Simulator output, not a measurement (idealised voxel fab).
The process module presented herein is designated voxel wiring stack.
For reference, the cross-section in this document is cut, with width 260 nm and square cells of 5 nm.
In this document a cross-section is written as a grid of square cells. It is given as a series of bands, listed from the top down, and a band is one or more rows of cells. Band: top height; bottom height; in nm. Then, left to right: material with width in nm, for each material. "everywhere": a single material spanning edge to edge. "empty": empty space. Heights are reckoned from 0. Under this level, the received wafer is all of one material. The bottommost band is open-ended downward, for example "0..down". The width entry "30->40" should be interpreted row by row: the top row of cells in the band takes the first number, the bottom row takes the second number, and the change between adjacent rows is uniform throughout. It should be understood that the words "nothing was modified", when stated for a given step, signify that the cross-section underwent no change in any of its cells during that step. Basically, "Sealed cavities" tells you about the enclosed voids: empty spaces with no open way to the top, 8 cells or bigger, each written width x height at distance, where distance is from the left edge, all in nm. On a step's line, text after the settings is the simulator commenting on that step. overlay nm: on a step with a mask, how far right of its planned place the mask lay; negative means left.

These are the steps we planned for the process:
1,op RECEIVE | material Si
2,op CONFORMAL_DEP | material SiO2 | thk nm 15
3,op DIRECTIONAL_DEP | material TiN | thk nm 5
4,op DIRECTIONAL_DEP | material Ru | thk nm 15
5,op PATTERN | tone cover | mask id METAL_1 | material resist | width nm 20 | pitch nm 45 | thk nm 20 | overlay nm 0
6,op DIRECTIONAL_ETCH | etch materials Ru | depth nm 15
7,op DIRECTIONAL_ETCH | etch materials TiN | depth nm 5
8,op STRIP | etch materials resist
9,op CONFORMAL_DEP | material SiN | thk nm 5
10,op FILL_DEP | material SiO2 | thk nm 10
11,op CMP | height nm 35
12,op CONFORMAL_DEP | material SiCN | thk nm 5
13,op DIRECTIONAL_DEP | material SiO2 | thk nm 30
14,op MASKED_ETCH | tone open | mask id METAL_2_HOLES | width nm 15 | pitch nm 45 | etch materials SiO2 | depth nm 30 | overlay nm 0
15,op MASKED_ETCH | tone open | mask id METAL_2 | width nm 20 | pitch nm 45 | etch materials SiO2 | depth nm 15 | overlay nm 0
16,op MASKED_ETCH | tone open | mask id METAL_2 | width nm 20 | pitch nm 45 | etch materials SiCN | depth nm 5 | overlay nm 0
17,op CONFORMAL_DEP | material TiN | thk nm 5
18,op FILL_DEP | material Ru | thk nm 10
19,op CMP | height nm 70
20,op CONFORMAL_DEP | material SiCN | thk nm 5

First wafer, as planned:

Step 1 complete: cross-section of the wafer as received:
> 0..down: Si everywhere
> Sealed cavities: none

How the wafer stands in section after step 2:
> 15..0: SiO2 everywhere
> Lower than 0, everything is as it was.

How the wafer stands in section after step 3:
> 20..15: TiN everywhere
> Lower than 15, everything is as it was.

How the wafer stands in section after step 4:
> 35..20: Ru everywhere
> Lower than 20, everything is as it was.

How the wafer stands in section after step 5:
> 55..35: empty 50, resist 20, empty 25, resist 20, empty 25, resist 20, empty 25, resist 20, empty 55
> Lower than 35, everything is as it was.

How the wafer stands in section after step 6:
> 55..35: empty 50, resist 20, empty 25, resist 20, empty 25, resist 20, empty 25, resist 20, empty 55
> 35..20: empty 50, Ru 20, empty 25, Ru 20, empty 25, Ru 20, empty 25, Ru 20, empty 55
> Lower than 20, everything is as it was.

How the wafer stands in section after step 7:
> 55..35: empty 50, resist 20, empty 25, resist 20, empty 25, resist 20, empty 25, resist 20, empty 55
> 35..20: empty 50, Ru 20, empty 25, Ru 20, empty 25, Ru 20, empty 25, Ru 20, empty 55
> 20..15: empty 50, TiN 20, empty 25, TiN 20, empty 25, TiN 20, empty 25, TiN 20, empty 55
> Lower than 15, everything is as it was.

How the wafer stands in section after step 8:
> 35..20: empty 50, Ru 20, empty 25, Ru 20, empty 25, Ru 20, empty 25, Ru 20, empty 55
> Lower than 20, everything is as it was.

How the wafer stands in section after step 9:
> 40..35: empty 45, SiN 30, empty 15, SiN 30, empty 15, SiN 30, empty 15, SiN 30, empty 50
> 35..20: empty 45, SiN 5, Ru 20, SiN 5, empty 15, SiN 5, Ru 20, SiN 5, empty 15, SiN 5, Ru 20, SiN 5, empty 15, SiN 5, Ru 20, SiN 5, empty 50
> 20..15: SiN 50, TiN 20, SiN 25, TiN 20, SiN 25, TiN 20, SiN 25, TiN 20, SiN 55
> Lower than 15, everything is as it was.

How the wafer stands in section after step 10:
> 50..40: SiO2 everywhere
> 40..35: SiO2 45, SiN 30, SiO2 15, SiN 30, SiO2 15, SiN 30, SiO2 15, SiN 30, SiO2 50
> 35..20: SiO2 45, SiN 5, Ru 20, SiN 5, SiO2 15, SiN 5, Ru 20, SiN 5, SiO2 15, SiN 5, Ru 20, SiN 5, SiO2 15, SiN 5, Ru 20, SiN 5, SiO2 50
> Lower than 20, everything is as it was.

How the wafer stands in section after step 11:
> 35..20: SiO2 45, SiN 5, Ru 20, SiN 5, SiO2 15, SiN 5, Ru 20, SiN 5, SiO2 15, SiN 5, Ru 20, SiN 5, SiO2 15, SiN 5, Ru 20, SiN 5, SiO2 50
> Lower than 20, everything is as it was.

How the wafer stands in section after step 12:
> 40..35: SiCN everywhere
> Lower than 35, everything is as it was.

How the wafer stands in section after step 13:
> 70..40: SiO2 everywhere
> Lower than 40, everything is as it was.

How the wafer stands in section after step 14:
> 70..40: SiO2 50, empty 15, SiO2 30, empty 15, SiO2 30, empty 15, SiO2 30, empty 15, SiO2 60
> Lower than 40, everything is as it was.

How the wafer stands in section after step 15:
> 70..55: SiO2 50, empty 20, SiO2 25, empty 20, SiO2 25, empty 20, SiO2 25, empty 20, SiO2 55
> Lower than 55, everything is as it was.

How the wafer stands in section after step 16:
> 70..55: SiO2 50, empty 20, SiO2 25, empty 20, SiO2 25, empty 20, SiO2 25, empty 20, SiO2 55
> 55..40: SiO2 50, empty 15, SiO2 30, empty 15, SiO2 30, empty 15, SiO2 30, empty 15, SiO2 60
> 40..35: SiCN 50, empty 15, SiCN 30, empty 15, SiCN 30, empty 15, SiCN 30, empty 15, SiCN 60
> Lower than 35, everything is as it was.

How the wafer stands in section after step 17:
> 75..70: TiN 55, empty 10, TiN 35, empty 10, TiN 35, empty 10, TiN 35, empty 10, TiN 60
> 70..60: SiO2 50, TiN 5, empty 10, TiN 5, SiO2 25, TiN 5, empty 10, TiN 5, SiO2 25, TiN 5, empty 10, TiN 5, SiO2 25, TiN 5, empty 10, TiN 5, SiO2 55
> 60..55: SiO2 50, TiN 5, empty 5, TiN 10, SiO2 25, TiN 5, empty 5, TiN 10, SiO2 25, TiN 5, empty 5, TiN 10, SiO2 25, TiN 5, empty 5, TiN 10, SiO2 55
> 55..40: SiO2 50, TiN 5, empty 5, TiN 5, SiO2 30, TiN 5, empty 5, TiN 5, SiO2 30, TiN 5, empty 5, TiN 5, SiO2 30, TiN 5, empty 5, TiN 5, SiO2 60
> 40..35: SiCN 50, TiN 15, SiCN 30, TiN 15, SiCN 30, TiN 15, SiCN 30, TiN 15, SiCN 60
> Lower than 35, everything is as it was.

How the wafer stands in section after step 18:
> 85..75: Ru everywhere
> 75..70: TiN 55, Ru 10, TiN 35, Ru 10, TiN 35, Ru 10, TiN 35, Ru 10, TiN 60
> 70..60: SiO2 50, TiN 5, Ru 10, TiN 5, SiO2 25, TiN 5, Ru 10, TiN 5, SiO2 25, TiN 5, Ru 10, TiN 5, SiO2 25, TiN 5, Ru 10, TiN 5, SiO2 55
> 60..55: SiO2 50, TiN 5, Ru 5, TiN 10, SiO2 25, TiN 5, Ru 5, TiN 10, SiO2 25, TiN 5, Ru 5, TiN 10, SiO2 25, TiN 5, Ru 5, TiN 10, SiO2 55
> 55..40: SiO2 50, TiN 5, Ru 5, TiN 5, SiO2 30, TiN 5, Ru 5, TiN 5, SiO2 30, TiN 5, Ru 5, TiN 5, SiO2 30, TiN 5, Ru 5, TiN 5, SiO2 60
> Lower than 40, everything is as it was.

How the wafer stands in section after step 19:
> 70..60: SiO2 50, TiN 5, Ru 10, TiN 5, SiO2 25, TiN 5, Ru 10, TiN 5, SiO2 25, TiN 5, Ru 10, TiN 5, SiO2 25, TiN 5, Ru 10, TiN 5, SiO2 55
> Lower than 60, everything is as it was.

How the wafer stands in section after step 20:
> 75..70: SiCN everywhere
> Lower than 70, everything is as it was.

Second wafer, same starting state and plan as the first, one mistake in the run, identical through step 13:

What the second wafer looks like in cross-section when step 14 should have wrapped up:
> 70..40: empty 50, SiO2 15, empty 30, SiO2 15, empty 30, SiO2 15, empty 30, SiO2 15, empty 60
> Lower than 40, everything is as it was.

What the second wafer looks like in cross-section when step 15 should have wrapped up:
> 55..40: empty 50, SiO2 15, empty 30, SiO2 15, empty 30, SiO2 15, empty 30, SiO2 15, empty 60
> Lower than 40, everything is as it was.

What the second wafer looks like in cross-section when step 16 should have wrapped up:
> 55..40: empty 50, SiO2 15, empty 30, SiO2 15, empty 30, SiO2 15, empty 30, SiO2 15, empty 60
> 40..35: SiCN 65, empty 5, SiCN 40, empty 5, SiCN 40, empty 5, SiCN 40, empty 5, SiCN 55
> Lower than 35, everything is as it was.

What the second wafer looks like in cross-section when step 17 should have wrapped up:
> 60..55: empty 45, TiN 25, empty 20, TiN 25, empty 20, TiN 25, empty 20, TiN 25, empty 55
> 55..45: empty 45, TiN 5, SiO2 15, TiN 5, empty 20, TiN 5, SiO2 15, TiN 5, empty 20, TiN 5, SiO2 15, TiN 5, empty 20, TiN 5, SiO2 15, TiN 5, empty 55
> 45..40: TiN 50, SiO2 15, TiN 30, SiO2 15, TiN 30, SiO2 15, TiN 30, SiO2 15, TiN 60
> 40..35: SiCN 65, TiN 5, SiCN 40, TiN 5, SiCN 40, TiN 5, SiCN 40, TiN 5, SiCN 55
> Lower than 35, everything is as it was.

What the second wafer looks like in cross-section when step 18 should have wrapped up:
> 70..60: Ru everywhere
> 60..55: Ru 45, TiN 25, Ru 20, TiN 25, Ru 20, TiN 25, Ru 20, TiN 25, Ru 55
> 55..45: Ru 45, TiN 5, SiO2 15, TiN 5, Ru 20, TiN 5, SiO2 15, TiN 5, Ru 20, TiN 5, SiO2 15, TiN 5, Ru 20, TiN 5, SiO2 15, TiN 5, Ru 55
> Lower than 45, everything is as it was.

What the second wafer looks like in cross-section when step 19 should have wrapped up: nothing was modified

What the second wafer looks like in cross-section when step 20 should have wrapped up:
> 75..70: SiCN everywhere
> Lower than 70, everything is as it was.
Want to know what went wrong? the process deviated at step 14: the operation and settings actually run there were op MASKED_ETCH | tone cover | mask id METAL_2_HOLES | width nm 15 | pitch nm 45 | etch materials SiO2 | depth nm 30 | overlay nm 0
The closing comparison, in cells, has the second wafer with more or fewer of some materials than the first: Ru: 168 more, SiCN: 8 more, SiO2: 192 fewer, TiN: 16 more
